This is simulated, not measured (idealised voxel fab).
Process module under the name voxel quadruple lines
For reference, the cross-section in this document is cut, with width 255 nm and square cells of 5 nm.
In what follows, cross-sections appear as grids of square cells, described through bands that run from the top down, where every band is one or more rows of cells.
Within each band entry, the heights of the top and of the bottom of the band appear first, in that order and in nm; the materials of the band then follow from left to right, each with its corresponding width in nm. The designation "edge to edge" on a single material indicates that it fills the band from edge to edge; the designation "air" indicates empty space.
It should be noted that heights are counted from 0, beneath which the wafer as supplied is of one material throughout, and that the lowest band possesses no lower boundary but continues downward, as written in "0 and below".
Note: "30..40" means the width goes from the first number (top row of the band) to the second number (bottom row) in equal steps per row of cells.
Given "nothing changed" for a step, no cell of the cross-section differs between before and after that step.
Basically, "closed voids" tells you about the enclosed voids: empty spaces with no open way to the top, 8 cells or bigger, each written width x height at distance, where distance is from the left edge, all in nm.
What comes after the settings on a step's line is commentary from the simulator itself on that step.
overlay nm: on a step with a mask, how far right of its planned place the mask lay; negative means left.
Everything after this point is organized in pairs: a cross-section before one process step, a cross-section after it that shows only as deep as the lowest changed band, and, under the pair, the intervening step with its settings. Because different runs of this module on the same starting wafer can supply different pairs, a pair continues from the pair above it only if its entry headed "Pre-process cross-section" says so.
Pre-process cross-section
0 and below: Si edge to edge
closed voids: none
After the Step
10 down to 0: Al2O3 edge to edge
Below 0, no change.
closed voids: none
Step applied between the pre-step and post-step cross-sections shown above: CONFORMAL_DEP: material Al2O3, thk nm 10
Pre-process cross-section: the after view from the pair directly above serves as the before view here.
After the Step
25 down to 10: W edge to edge
Below 10, no change.
closed voids: none
Step applied between the pre-step and post-step cross-sections shown above: DIRECTIONAL_DEP: material W, thk nm 15
Pre-process cross-section: the after view from the pair directly above serves as the before view here.
After the Step
40 down to 25: polySi edge to edge
Below 25, no change.
closed voids: none
Step applied between the pre-step and post-step cross-sections shown above: DIRECTIONAL_DEP: material polySi, thk nm 15
Pre-process cross-section: the after view from the pair directly above serves as the before view here.
After the Step
60 down to 40: aC edge to edge
Below 40, no change.
closed voids: none
Step applied between the pre-step and post-step cross-sections shown above: DIRECTIONAL_DEP: material aC, thk nm 20
Pre-process cross-section: the after view from the pair directly above serves as the before view here.
After the Step
90 down to 60: air: 110; resist: 30; air: 115
Below 60, no change.
closed voids: none
Step applied between the pre-step and post-step cross-sections shown above: PATTERN: tone cover, mask id MANDREL, material resist, width nm 30, thk nm 30, overlay nm 0
Pre-process cross-section: the after view from the pair directly above serves as the before view here.
After the Step
70 down to 60: air: 110; resist: 30; air: 115
60 down to 40: air: 110; aC: 30; air: 115
Below 40, no change.
closed voids: none
Step applied between the pre-step and post-step cross-sections shown above: DIRECTIONAL_ETCH: etch materials aC, depth nm 20
Pre-process cross-section: the after view from the pair directly above serves as the before view here.
After the Step
60 down to 40: air: 110; aC: 30; air: 115
Below 40, no change.
closed voids: none
Step applied between the pre-step and post-step cross-sections shown above: STRIP: etch materials resist
Pre-process cross-section: the after view from the pair directly above serves as the before view here.
After the Step
70 down to 60: air: 100; SiO2: 50; air: 105
60 down to 50: air: 100; SiO2: 10; aC: 30; SiO2: 10; air: 105
50 down to 40: SiO2: 110; aC: 30; SiO2: 115
Below 40, no change.
closed voids: none
Step applied between the pre-step and post-step cross-sections shown above: CONFORMAL_DEP: material SiO2, thk nm 10
Pre-process cross-section: the after view from the pair directly above serves as the before view here.
After the Step
60 down to 40: air: 100; SiO2: 10; aC: 30; SiO2: 10; air: 105
Below 40, no change.
closed voids: none
Step applied between the pre-step and post-step cross-sections shown above: DIRECTIONAL_ETCH: etch materials SiO2, depth nm 10
Pre-process cross-section: the after view from the pair directly above serves as the before view here.
After the Step
60 down to 40: air: 100; SiO2: 10; air: 30; SiO2: 10; air: 105
Below 40, no change.
closed voids: none
Step applied between the pre-step and post-step cross-sections shown above: STRIP: etch materials aC
Pre-process cross-section: the after view from the pair directly above serves as the before view here.
After the Step
60 down to 40: air: 100; SiO2: 10; air: 30; SiO2: 10; air: 105
40 down to 25: air: 100; polySi: 10; air: 30; polySi: 10; air: 105
Below 25, no change.
closed voids: none
Step applied between the pre-step and post-step cross-sections shown above: DIRECTIONAL_ETCH: etch materials polySi, depth nm 15
Pre-process cross-section: the after view from the pair directly above serves as the before view here.
After the Step
40 down to 25: air: 100; polySi: 10; air: 30; polySi: 10; air: 105
Below 25, no change.
closed voids: none
Step applied between the pre-step and post-step cross-sections shown above: STRIP: etch materials SiO2
Pre-process cross-section: the after view from the pair directly above serves as the before view here.
After the Step
50 down to 40: air: 90; SiN: 30; air: 10; SiN: 30; air: 95
40 down to 35: air: 90; SiN: 10; polySi: 10; SiN: 10; air: 10; SiN: 10; polySi: 10; SiN: 10; air: 95
35 down to 25: SiN: 100; polySi: 10; SiN: 30; polySi: 10; SiN: 105
Below 25, no change.
closed voids: none
Step applied between the pre-step and post-step cross-sections shown above: CONFORMAL_DEP: material SiN, thk nm 10
Pre-process cross-section: the after view from the pair directly above serves as the before view here.
After the Step
40 down to 25: air: 90; SiN: 10; polySi: 10; SiN: 10; air: 10; SiN: 10; polySi: 10; SiN: 10; air: 95
Below 25, no change.
closed voids: none
Step applied between the pre-step and post-step cross-sections shown above: DIRECTIONAL_ETCH: etch materials SiN, depth nm 10
Pre-process cross-section: the after view from the pair directly above serves as the before view here.
After the Step
40 down to 25: air: 90; SiN: 10; air: 10; SiN: 10; air: 10; SiN: 10; air: 10; SiN: 10; air: 95
Below 25, no change.
closed voids: none
Step applied between the pre-step and post-step cross-sections shown above: STRIP: etch materials polySi
Pre-process cross-section: the after view from the pair directly above serves as the before view here.
After the Step
40 down to 25: air: 90; SiN: 10; air: 10; SiN: 10; air: 10; SiN: 10; air: 10; SiN: 10; air: 95
25 down to 10: air: 90; W: 10; air: 10; W: 10; air: 10; W: 10; air: 10; W: 10; air: 95
Below 10, no change.
closed voids: none
Step applied between the pre-step and post-step cross-sections shown above: DIRECTIONAL_ETCH: etch materials W, depth nm 15
Pre-process cross-section: the after view from the pair directly above serves as the before view here.
After the Step
25 down to 10: air: 90; W: 10; air: 10; W: 10; air: 10; W: 10; air: 10; W: 10; air: 95
Below 10, no change.
closed voids: none
Step applied between the pre-step and post-step cross-sections shown above: STRIP: etch materials SiN
Pre-process cross-section
0 and below: Si edge to edge
closed voids: none
After the Step
15 down to 0: W edge to edge
Below 0, no change.
closed voids: none
Step applied between the pre-step and post-step cross-sections shown above: DIRECTIONAL_DEP: material W, thk nm 15
Pre-process cross-section: the after view from the pair directly above serves as the before view here.
After the Step
30 down to 15: polySi edge to edge
Below 15, no change.
closed voids: none
Step applied between the pre-step and post-step cross-sections shown above: DIRECTIONAL_DEP: material polySi, thk nm 15
Pre-process cross-section: the after view from the pair directly above serves as the before view here.
After the Step
50 down to 30: aC edge to edge
Below 30, no change.
closed voids: none
Step applied between the pre-step and post-step cross-sections shown above: DIRECTIONAL_DEP: material aC, thk nm 20
Pre-process cross-section: the after view from the pair directly above serves as the before view here.
After the Step
80 down to 50: air: 110; resist: 30; air: 115
Below 50, no change.
closed voids: none
Step applied between the pre-step and post-step cross-sections shown above: PATTERN: tone cover, mask id MANDREL, material resist, width nm 30, thk nm 30, overlay nm 0
Pre-process cross-section: the after view from the pair directly above serves as the before view here.
After the Step
60 down to 50: air: 110; resist: 30; air: 115
50 down to 30: air: 110; aC: 30; air: 115
Below 30, no change.
closed voids: none
Step applied between the pre-step and post-step cross-sections shown above: DIRECTIONAL_ETCH: etch materials aC, depth nm 20
Pre-process cross-section: the after view from the pair directly above serves as the before view here.
After the Step
50 down to 30: air: 110; aC: 30; air: 115
Below 30, no change.
closed voids: none
Step applied between the pre-step and post-step cross-sections shown above: STRIP: etch materials resist
Pre-process cross-section: the after view from the pair directly above serves as the before view here.
After the Step
60 down to 50: air: 100; SiO2: 50; air: 105
50 down to 40: air: 100; SiO2: 10; aC: 30; SiO2: 10; air: 105
40 down to 30: SiO2: 110; aC: 30; SiO2: 115
Below 30, no change.
closed voids: none
Step applied between the pre-step and post-step cross-sections shown above: CONFORMAL_DEP: material SiO2, thk nm 10
Pre-process cross-section: the after view from the pair directly above serves as the before view here.
After the Step
50 down to 30: air: 100; SiO2: 10; aC: 30; SiO2: 10; air: 105
Below 30, no change.
closed voids: none
Step applied between the pre-step and post-step cross-sections shown above: DIRECTIONAL_ETCH: etch materials SiO2, depth nm 10
Pre-process cross-section: the after view from the pair directly above serves as the before view here.
After the Step
50 down to 30: air: 100; SiO2: 10; air: 30; SiO2: 10; air: 105
Below 30, no change.
closed voids: none
Step applied between the pre-step and post-step cross-sections shown above: STRIP: etch materials aC
Pre-process cross-section: the after view from the pair directly above serves as the before view here.
After the Step
50 down to 30: air: 100; SiO2: 10; air: 30; SiO2: 10; air: 105
30 down to 15: air: 100; polySi: 10; air: 30; polySi: 10; air: 105
Below 15, no change.
closed voids: none
Step applied between the pre-step and post-step cross-sections shown above: DIRECTIONAL_ETCH: etch materials polySi, depth nm 15
Pre-process cross-section: the after view from the pair directly above serves as the before view here.
After the Step
30 down to 15: air: 100; polySi: 10; air: 30; polySi: 10; air: 105
Below 15, no change.
closed voids: none
Step applied between the pre-step and post-step cross-sections shown above: STRIP: etch materials SiO2
Pre-process cross-section: the after view from the pair directly above serves as the before view here.
After the Step
40 down to 30: air: 90; SiN: 30; air: 10; SiN: 30; air: 95
30 down to 25: air: 90; SiN: 10; polySi: 10; SiN: 10; air: 10; SiN: 10; polySi: 10; SiN: 10; air: 95
25 down to 15: SiN: 100; polySi: 10; SiN: 30; polySi: 10; SiN: 105
Below 15, no change.
closed voids: none
Step applied between the pre-step and post-step cross-sections shown above: CONFORMAL_DEP: material SiN, thk nm 10
Pre-process cross-section: the after view from the pair directly above serves as the before view here.
After the Step
30 down to 15: air: 90; SiN: 10; polySi: 10; SiN: 10; air: 10; SiN: 10; polySi: 10; SiN: 10; air: 95
Below 15, no change.
closed voids: none
Step applied between the pre-step and post-step cross-sections shown above: DIRECTIONAL_ETCH: etch materials SiN, depth nm 10
Pre-process cross-section: the after view from the pair directly above serves as the before view here.
After the Step
30 down to 15: air: 90; SiN: 10; air: 10; SiN: 10; air: 10; SiN: 10; air: 10; SiN: 10; air: 95
Below 15, no change.
closed voids: none
Step applied between the pre-step and post-step cross-sections shown above: STRIP: etch materials polySi
Pre-process cross-section: the after view from the pair directly above serves as the before view here.
After the Step
30 down to 15: air: 90; SiN: 10; air: 10; SiN: 10; air: 10; SiN: 10; air: 10; SiN: 10; air: 95
15 down to 0: air: 90; W: 10; air: 10; W: 10; air: 10; W: 10; air: 10; W: 10; air: 95
Below 0, no change.
closed voids: none
Step applied between the pre-step and post-step cross-sections shown above: DIRECTIONAL_ETCH: etch materials W, depth nm 15
Pre-process cross-section: the after view from the pair directly above serves as the before view here.
After the Step
15 down to 0: air: 90; W: 10; air: 10; W: 10; air: 10; W: 10; air: 10; W: 10; air: 95
Below 0, no change.
closed voids: none
Step applied between the pre-step and post-step cross-sections shown above: STRIP: etch materials SiN
Pre-process cross-section
25 down to 10: W edge to edge
10 down to 0: Al2O3 edge to edge
0 and below: Si edge to edge
closed voids: none
After the Step
40 down to 10: W edge to edge
Below 10, no change.
closed voids: none
Step applied between the pre-step and post-step cross-sections shown above: DIRECTIONAL_DEP: material W, thk nm 15
Pre-process cross-section: the after view from the pair directly above serves as the before view here.
After the Step
55 down to 40: polySi edge to edge
Below 40, no change.
closed voids: none
Step applied between the pre-step and post-step cross-sections shown above: DIRECTIONAL_DEP: material polySi, thk nm 15
Pre-process cross-section: the after view from the pair directly above serves as the before view here.
After the Step
75 down to 55: aC edge to edge
Below 55, no change.
closed voids: none
Step applied between the pre-step and post-step cross-sections shown above: DIRECTIONAL_DEP: material aC, thk nm 20
Pre-process cross-section: the after view from the pair directly above serves as the before view here.
After the Step
105 down to 75: air: 110; resist: 30; air: 115
Below 75, no change.
closed voids: none
Step applied between the pre-step and post-step cross-sections shown above: PATTERN: tone cover, mask id MANDREL, material resist, width nm 30, thk nm 30, overlay nm 0
Pre-process cross-section: the after view from the pair directly above serves as the before view here.
After the Step
85 down to 75: air: 110; resist: 30; air: 115
75 down to 55: air: 110; aC: 30; air: 115
Below 55, no change.
closed voids: none
Step applied between the pre-step and post-step cross-sections shown above: DIRECTIONAL_ETCH: etch materials aC, depth nm 20
Pre-process cross-section: the after view from the pair directly above serves as the before view here.
After the Step
75 down to 55: air: 110; aC: 30; air: 115
Below 55, no change.
closed voids: none
Step applied between the pre-step and post-step cross-sections shown above: STRIP: etch materials resist
Pre-process cross-section: the after view from the pair directly above serves as the before view here.
After the Step
85 down to 75: air: 100; SiO2: 50; air: 105
75 down to 65: air: 100; SiO2: 10; aC: 30; SiO2: 10; air: 105
65 down to 55: SiO2: 110; aC: 30; SiO2: 115
Below 55, no change.
closed voids: none
Step applied between the pre-step and post-step cross-sections shown above: CONFORMAL_DEP: material SiO2, thk nm 10
Pre-process cross-section: the after view from the pair directly above serves as the before view here.
After the Step
75 down to 55: air: 100; SiO2: 10; aC: 30; SiO2: 10; air: 105
Below 55, no change.
closed voids: none
Step applied between the pre-step and post-step cross-sections shown above: DIRECTIONAL_ETCH: etch materials SiO2, depth nm 10
Pre-process cross-section: the after view from the pair directly above serves as the before view here.
After the Step
75 down to 55: air: 100; SiO2: 10; air: 30; SiO2: 10; air: 105
Below 55, no change.
closed voids: none
Step applied between the pre-step and post-step cross-sections shown above: STRIP: etch materials aC
Pre-process cross-section: the after view from the pair directly above serves as the before view here.
After the Step
75 down to 55: air: 100; SiO2: 10; air: 30; SiO2: 10; air: 105
55 down to 40: air: 100; polySi: 10; air: 30; polySi: 10; air: 105
Below 40, no change.
closed voids: none
Step applied between the pre-step and post-step cross-sections shown above: DIRECTIONAL_ETCH: etch materials polySi, depth nm 15
Pre-process cross-section: the after view from the pair directly above serves as the before view here.
After the Step
55 down to 40: air: 100; polySi: 10; air: 30; polySi: 10; air: 105
Below 40, no change.
closed voids: none
Step applied between the pre-step and post-step cross-sections shown above: STRIP: etch materials SiO2
Pre-process cross-section: the after view from the pair directly above serves as the before view here.
After the Step
65 down to 55: air: 90; SiN: 30; air: 10; SiN: 30; air: 95
55 down to 50: air: 90; SiN: 10; polySi: 10; SiN: 10; air: 10; SiN: 10; polySi: 10; SiN: 10; air: 95
50 down to 40: SiN: 100; polySi: 10; SiN: 30; polySi: 10; SiN: 105
Below 40, no change.
closed voids: none
Step applied between the pre-step and post-step cross-sections shown above: CONFORMAL_DEP: material SiN, thk nm 10
Pre-process cross-section: the after view from the pair directly above serves as the before view here.
After the Step
55 down to 40: air: 90; SiN: 10; polySi: 10; SiN: 10; air: 10; SiN: 10; polySi: 10; SiN: 10; air: 95
Below 40, no change.
closed voids: none
Step applied between the pre-step and post-step cross-sections shown above: DIRECTIONAL_ETCH: etch materials SiN, depth nm 10
Pre-process cross-section: the after view from the pair directly above serves as the before view here.
After the Step
55 down to 40: air: 90; SiN: 10; air: 10; SiN: 10; air: 10; SiN: 10; air: 10; SiN: 10; air: 95
Below 40, no change.
closed voids: none
Step applied between the pre-step and post-step cross-sections shown above: STRIP: etch materials polySi
Pre-process cross-section: the after view from the pair directly above serves as the before view here.
After the Step
55 down to 40: air: 90; SiN: 10; air: 10; SiN: 10; air: 10; SiN: 10; air: 10; SiN: 10; air: 95
40 down to 25: air: 90; W: 10; air: 10; W: 10; air: 10; W: 10; air: 10; W: 10; air: 95
Below 25, no change.
closed voids: none
Step applied between the pre-step and post-step cross-sections shown above: DIRECTIONAL_ETCH: etch materials W, depth nm 15
Pre-process cross-section: the after view from the pair directly above serves as the before view here.
After the Step
40 down to 25: air: 90; W: 10; air: 10; W: 10; air: 10; W: 10; air: 10; W: 10; air: 95
Below 25, no change.
closed voids: none
Step applied between the pre-step and post-step cross-sections shown above: STRIP: etch materials SiN
Pre-process cross-section
60 down to 40: air: 100; SiO2: 10; aC: 30; SiO2: 10; air: 105
40 down to 25: polySi edge to edge
25 down to 10: W edge to edge
10 down to 0: Al2O3 edge to edge
0 and below: Si edge to edge
closed voids: none
After the Step
60 down to 40: air: 100; SiO2: 10; aC: 30; SiO2: 10; air: 105
40 down to 25: air: 100; polySi: 50; air: 105
Below 25, no change.
closed voids: none
Step applied between the pre-step and post-step cross-sections shown above: DIRECTIONAL_ETCH: etch materials polySi, depth nm 15
Pre-process cross-section: the after view from the pair directly above serves as the before view here.
After the Step
60 down to 40: air: 100; SiO2: 10; air: 30; SiO2: 10; air: 105
Below 40, no change.
closed voids: none
Step applied between the pre-step and post-step cross-sections shown above: STRIP: etch materials aC
Pre-process cross-section: the after view from the pair directly above serves as the before view here.
After the Step
40 down to 25: air: 100; polySi: 50; air: 105
Below 25, no change.
closed voids: none
Step applied between the pre-step and post-step cross-sections shown above: STRIP: etch materials SiO2
Pre-process cross-section: the after view from the pair directly above serves as the before view here.
After the Step
50 down to 40: air: 90; SiN: 70; air: 95
40 down to 35: air: 90; SiN: 10; polySi: 50; SiN: 10; air: 95
35 down to 25: SiN: 100; polySi: 50; SiN: 105
Below 25, no change.
closed voids: none
Step applied between the pre-step and post-step cross-sections shown above: CONFORMAL_DEP: material SiN, thk nm 10
Pre-process cross-section: the after view from the pair directly above serves as the before view here.
After the Step
40 down to 25: air: 90; SiN: 10; polySi: 50; SiN: 10; air: 95
Below 25, no change.
closed voids: none
Step applied between the pre-step and post-step cross-sections shown above: DIRECTIONAL_ETCH: etch materials SiN, depth nm 10
Pre-process cross-section: the after view from the pair directly above serves as the before view here.
After the Step
40 down to 25: air: 90; SiN: 10; air: 50; SiN: 10; air: 95
Below 25, no change.
closed voids: none
Step applied between the pre-step and post-step cross-sections shown above: STRIP: etch materials polySi
Pre-process cross-section: the after view from the pair directly above serves as the before view here.
After the Step
40 down to 25: air: 90; SiN: 10; air: 50; SiN: 10; air: 95
25 down to 10: air: 90; W: 10; air: 50; W: 10; air: 95
Below 10, no change.
closed voids: none
Step applied between the pre-step and post-step cross-sections shown above: DIRECTIONAL_ETCH: etch materials W, depth nm 15
Pre-process cross-section: the after view from the pair directly above serves as the before view here.
After the Step
25 down to 10: air: 90; W: 10; air: 50; W: 10; air: 95
Below 10, no change.
closed voids: none
Step applied between the pre-step and post-step cross-sections shown above: STRIP: etch materials SiN
Pre-process cross-section
0 and below: Si edge to edge
closed voids: none
After the Step
15 down to 0: Al2O3 edge to edge
Below 0, no change.
closed voids: none
Step applied between the pre-step and post-step cross-sections shown above: CONFORMAL_DEP: material Al2O3, thk nm 15
Pre-process cross-section: the after view from the pair directly above serves as the before view here.
After the Step
30 down to 15: W edge to edge
Below 15, no change.
closed voids: none
Step applied between the pre-step and post-step cross-sections shown above: DIRECTIONAL_DEP: material W, thk nm 15
Pre-process cross-section: the after view from the pair directly above serves as the before view here.
After the Step
45 down to 30: polySi edge to edge
Below 30, no change.
closed voids: none
Step applied between the pre-step and post-step cross-sections shown above: DIRECTIONAL_DEP: material polySi, thk nm 15
Pre-process cross-section: the after view from the pair directly above serves as the before view here.
After the Step
65 down to 45: aC edge to edge
Below 45, no change.
closed voids: none
Step applied between the pre-step and post-step cross-sections shown above: DIRECTIONAL_DEP: material aC, thk nm 20
Pre-process cross-section: the after view from the pair directly above serves as the before view here.
After the Step
95 down to 65: air: 110; resist: 30; air: 115
Below 65, no change.
closed voids: none
Step applied between the pre-step and post-step cross-sections shown above: PATTERN: tone cover, mask id MANDREL, material resist, width nm 30, thk nm 30, overlay nm 0
Pre-process cross-section: the after view from the pair directly above serves as the before view here.
After the Step
75 down to 65: air: 110; resist: 30; air: 115
65 down to 45: air: 110; aC: 30; air: 115
Below 45, no change.
closed voids: none
Step applied between the pre-step and post-step cross-sections shown above: DIRECTIONAL_ETCH: etch materials aC, depth nm 20
Pre-process cross-section: the after view from the pair directly above serves as the before view here.
After the Step
65 down to 45: air: 110; aC: 30; air: 115
Below 45, no change.
closed voids: none
Step applied between the pre-step and post-step cross-sections shown above: STRIP: etch materials resist
Pre-process cross-section: the after view from the pair directly above serves as the before view here.
After the Step
75 down to 65: air: 100; SiO2: 50; air: 105
65 down to 55: air: 100; SiO2: 10; aC: 30; SiO2: 10; air: 105
55 down to 45: SiO2: 110; aC: 30; SiO2: 115
Below 45, no change.
closed voids: none
Step applied between the pre-step and post-step cross-sections shown above: CONFORMAL_DEP: material SiO2, thk nm 10
Pre-process cross-section: the after view from the pair directly above serves as the before view here.
After the Step
65 down to 45: air: 100; SiO2: 10; aC: 30; SiO2: 10; air: 105
Below 45, no change.
closed voids: none
Step applied between the pre-step and post-step cross-sections shown above: DIRECTIONAL_ETCH: etch materials SiO2, depth nm 10
Pre-process cross-section: the after view from the pair directly above serves as the before view here.
After the Step
65 down to 45: air: 100; SiO2: 10; air: 30; SiO2: 10; air: 105
Below 45, no change.
closed voids: none
Step applied between the pre-step and post-step cross-sections shown above: STRIP: etch materials aC
Pre-process cross-section: the after view from the pair directly above serves as the before view here.
After the Step
65 down to 45: air: 100; SiO2: 10; air: 30; SiO2: 10; air: 105
45 down to 30: air: 100; polySi: 10; air: 30; polySi: 10; air: 105
Below 30, no change.
closed voids: none
Step applied between the pre-step and post-step cross-sections shown above: DIRECTIONAL_ETCH: etch materials polySi, depth nm 15
Pre-process cross-section: the after view from the pair directly above serves as the before view here.
After the Step
45 down to 30: air: 100; polySi: 10; air: 30; polySi: 10; air: 105
Below 30, no change.
closed voids: none
Step applied between the pre-step and post-step cross-sections shown above: STRIP: etch materials SiO2
Pre-process cross-section: the after view from the pair directly above serves as the before view here.
After the Step
55 down to 45: air: 90; SiN: 30; air: 10; SiN: 30; air: 95
45 down to 40: air: 90; SiN: 10; polySi: 10; SiN: 10; air: 10; SiN: 10; polySi: 10; SiN: 10; air: 95
40 down to 30: SiN: 100; polySi: 10; SiN: 30; polySi: 10; SiN: 105
Below 30, no change.
closed voids: none
Step applied between the pre-step and post-step cross-sections shown above: CONFORMAL_DEP: material SiN, thk nm 10
Pre-process cross-section: the after view from the pair directly above serves as the before view here.
After the Step
45 down to 30: air: 90; SiN: 10; polySi: 10; SiN: 10; air: 10; SiN: 10; polySi: 10; SiN: 10; air: 95
Below 30, no change.
closed voids: none
Step applied between the pre-step and post-step cross-sections shown above: DIRECTIONAL_ETCH: etch materials SiN, depth nm 10
Pre-process cross-section: the after view from the pair directly above serves as the before view here.
After the Step
45 down to 30: air: 90; SiN: 10; air: 10; SiN: 10; air: 10; SiN: 10; air: 10; SiN: 10; air: 95
Below 30, no change.
closed voids: none
Step applied between the pre-step and post-step cross-sections shown above: STRIP: etch materials polySi
Pre-process cross-section: the after view from the pair directly above serves as the before view here.
After the Step
45 down to 30: air: 90; SiN: 10; air: 10; SiN: 10; air: 10; SiN: 10; air: 10; SiN: 10; air: 95
30 down to 15: air: 90; W: 10; air: 10; W: 10; air: 10; W: 10; air: 10; W: 10; air: 95
Below 15, no change.
closed voids: none
Step applied between the pre-step and post-step cross-sections shown above: DIRECTIONAL_ETCH: etch materials W, depth nm 15
Pre-process cross-section: the after view from the pair directly above serves as the before view here.
After the Step
30 down to 15: air: 90; W: 10; air: 10; W: 10; air: 10; W: 10; air: 10; W: 10; air: 95
Below 15, no change.
closed voids: none
Step applied between the pre-step and post-step cross-sections shown above: STRIP: etch materials SiN
Pre-process cross-section
60 down to 40: aC edge to edge
40 down to 25: polySi edge to edge
25 down to 10: W edge to edge
10 down to 0: Al2O3 edge to edge
0 and below: Si edge to edge
closed voids: none
After the Step
90 down to 60: air: 105; resist: 40; air: 110
Below 60, no change.
closed voids: none
Step applied between the pre-step and post-step cross-sections shown above: PATTERN: tone cover, mask id MANDREL, material resist, width nm 40, thk nm 30, overlay nm 0
Pre-process cross-section: the after view from the pair directly above serves as the before view here.
After the Step
70 down to 60: air: 105; resist: 40; air: 110
60 down to 40: air: 105; aC: 40; air: 110
Below 40, no change.
closed voids: none
Step applied between the pre-step and post-step cross-sections shown above: DIRECTIONAL_ETCH: etch materials aC, depth nm 20
Pre-process cross-section: the after view from the pair directly above serves as the before view here.
After the Step
60 down to 40: air: 105; aC: 40; air: 110
Below 40, no change.
closed voids: none
Step applied between the pre-step and post-step cross-sections shown above: STRIP: etch materials resist
Pre-process cross-section: the after view from the pair directly above serves as the before view here.
After the Step
70 down to 60: air: 95; SiO2: 60; air: 100
60 down to 50: air: 95; SiO2: 10; aC: 40; SiO2: 10; air: 100
50 down to 40: SiO2: 105; aC: 40; SiO2: 110
Below 40, no change.
closed voids: none
Step applied between the pre-step and post-step cross-sections shown above: CONFORMAL_DEP: material SiO2, thk nm 10
Pre-process cross-section: the after view from the pair directly above serves as the before view here.
After the Step
60 down to 40: air: 95; SiO2: 10; aC: 40; SiO2: 10; air: 100
Below 40, no change.
closed voids: none
Step applied between the pre-step and post-step cross-sections shown above: DIRECTIONAL_ETCH: etch materials SiO2, depth nm 10
Pre-process cross-section: the after view from the pair directly above serves as the before view here.
After the Step
60 down to 40: air: 95; SiO2: 10; air: 40; SiO2: 10; air: 100
Below 40, no change.
closed voids: none
Step applied between the pre-step and post-step cross-sections shown above: STRIP: etch materials aC
Pre-process cross-section: the after view from the pair directly above serves as the before view here.
After the Step
60 down to 40: air: 95; SiO2: 10; air: 40; SiO2: 10; air: 100
40 down to 25: air: 95; polySi: 10; air: 40; polySi: 10; air: 100
Below 25, no change.
closed voids: none
Step applied between the pre-step and post-step cross-sections shown above: DIRECTIONAL_ETCH: etch materials polySi, depth nm 15
Pre-process cross-section: the after view from the pair directly above serves as the before view here.
After the Step
40 down to 25: air: 95; polySi: 10; air: 40; polySi: 10; air: 100
Below 25, no change.
closed voids: none
Step applied between the pre-step and post-step cross-sections shown above: STRIP: etch materials SiO2
Pre-process cross-section: the after view from the pair directly above serves as the before view here.
After the Step
50 down to 40: air: 85; SiN: 30; air: 20; SiN: 30; air: 90
40 down to 35: air: 85; SiN: 10; polySi: 10; SiN: 10; air: 20; SiN: 10; polySi: 10; SiN: 10; air: 90
35 down to 25: SiN: 95; polySi: 10; SiN: 40; polySi: 10; SiN: 100
Below 25, no change.
closed voids: none
Step applied between the pre-step and post-step cross-sections shown above: CONFORMAL_DEP: material SiN, thk nm 10
Pre-process cross-section: the after view from the pair directly above serves as the before view here.
After the Step
40 down to 25: air: 85; SiN: 10; polySi: 10; SiN: 10; air: 20; SiN: 10; polySi: 10; SiN: 10; air: 90
Below 25, no change.
closed voids: none
Step applied between the pre-step and post-step cross-sections shown above: DIRECTIONAL_ETCH: etch materials SiN, depth nm 10
Pre-process cross-section: the after view from the pair directly above serves as the before view here.
After the Step
40 down to 25: air: 85; SiN: 10; air: 10; SiN: 10; air: 20; SiN: 10; air: 10; SiN: 10; air: 90
Below 25, no change.
closed voids: none
Step applied between the pre-step and post-step cross-sections shown above: STRIP: etch materials polySi
Pre-process cross-section: the after view from the pair directly above serves as the before view here.
After the Step
40 down to 25: air: 85; SiN: 10; air: 10; SiN: 10; air: 20; SiN: 10; air: 10; SiN: 10; air: 90
25 down to 10: air: 85; W: 10; air: 10; W: 10; air: 20; W: 10; air: 10; W: 10; air: 90
Below 10, no change.
closed voids: none
Step applied between the pre-step and post-step cross-sections shown above: DIRECTIONAL_ETCH: etch materials W, depth nm 15
Pre-process cross-section: the after view from the pair directly above serves as the before view here.
After the Step
25 down to 10: air: 85; W: 10; air: 10; W: 10; air: 20; W: 10; air: 10; W: 10; air: 90
Below 10, no change.
closed voids: none
Step applied between the pre-step and post-step cross-sections shown above: STRIP: etch materials SiN
Pre-process cross-section
60 down to 40: aC edge to edge
40 down to 25: polySi edge to edge
25 down to 10: W edge to edge
10 down to 0: Al2O3 edge to edge
0 and below: Si edge to edge
closed voids: none
After the Step
90 down to 60: air: 115; resist: 30; air: 110
Below 60, no change.
closed voids: none
Step applied between the pre-step and post-step cross-sections shown above: PATTERN: tone cover, mask id MANDREL, material resist, width nm 30, thk nm 30, overlay nm 5
Pre-process cross-section: the after view from the pair directly above serves as the before view here.
After the Step
70 down to 60: air: 115; resist: 30; air: 110
60 down to 40: air: 115; aC: 30; air: 110
Below 40, no change.
closed voids: none
Step applied between the pre-step and post-step cross-sections shown above: DIRECTIONAL_ETCH: etch materials aC, depth nm 20
Pre-process cross-section: the after view from the pair directly above serves as the before view here.
After the Step
60 down to 40: air: 115; aC: 30; air: 110
Below 40, no change.
closed voids: none
Step applied between the pre-step and post-step cross-sections shown above: STRIP: etch materials resist
Pre-process cross-section: the after view from the pair directly above serves as the before view here.
After the Step
70 down to 60: air: 105; SiO2: 50; air: 100
60 down to 50: air: 105; SiO2: 10; aC: 30; SiO2: 10; air: 100
50 down to 40: SiO2: 115; aC: 30; SiO2: 110
Below 40, no change.
closed voids: none
Step applied between the pre-step and post-step cross-sections shown above: CONFORMAL_DEP: material SiO2, thk nm 10
Pre-process cross-section: the after view from the pair directly above serves as the before view here.
After the Step
60 down to 40: air: 105; SiO2: 10; aC: 30; SiO2: 10; air: 100
Below 40, no change.
closed voids: none
Step applied between the pre-step and post-step cross-sections shown above: DIRECTIONAL_ETCH: etch materials SiO2, depth nm 10
Pre-process cross-section: the after view from the pair directly above serves as the before view here.
After the Step
60 down to 40: air: 105; SiO2: 10; air: 30; SiO2: 10; air: 100
Below 40, no change.
closed voids: none
Step applied between the pre-step and post-step cross-sections shown above: STRIP: etch materials aC
Pre-process cross-section: the after view from the pair directly above serves as the before view here.
After the Step
60 down to 40: air: 105; SiO2: 10; air: 30; SiO2: 10; air: 100
40 down to 25: air: 105; polySi: 10; air: 30; polySi: 10; air: 100
Below 25, no change.
closed voids: none
Step applied between the pre-step and post-step cross-sections shown above: DIRECTIONAL_ETCH: etch materials polySi, depth nm 15
Pre-process cross-section: the after view from the pair directly above serves as the before view here.
After the Step
40 down to 25: air: 105; polySi: 10; air: 30; polySi: 10; air: 100
Below 25, no change.
closed voids: none
Step applied between the pre-step and post-step cross-sections shown above: STRIP: etch materials SiO2
Pre-process cross-section: the after view from the pair directly above serves as the before view here.
After the Step
50 down to 40: air: 95; SiN: 30; air: 10; SiN: 30; air: 90
40 down to 35: air: 95; SiN: 10; polySi: 10; SiN: 10; air: 10; SiN: 10; polySi: 10; SiN: 10; air: 90
35 down to 25: SiN: 105; polySi: 10; SiN: 30; polySi: 10; SiN: 100
Below 25, no change.
closed voids: none
Step applied between the pre-step and post-step cross-sections shown above: CONFORMAL_DEP: material SiN, thk nm 10
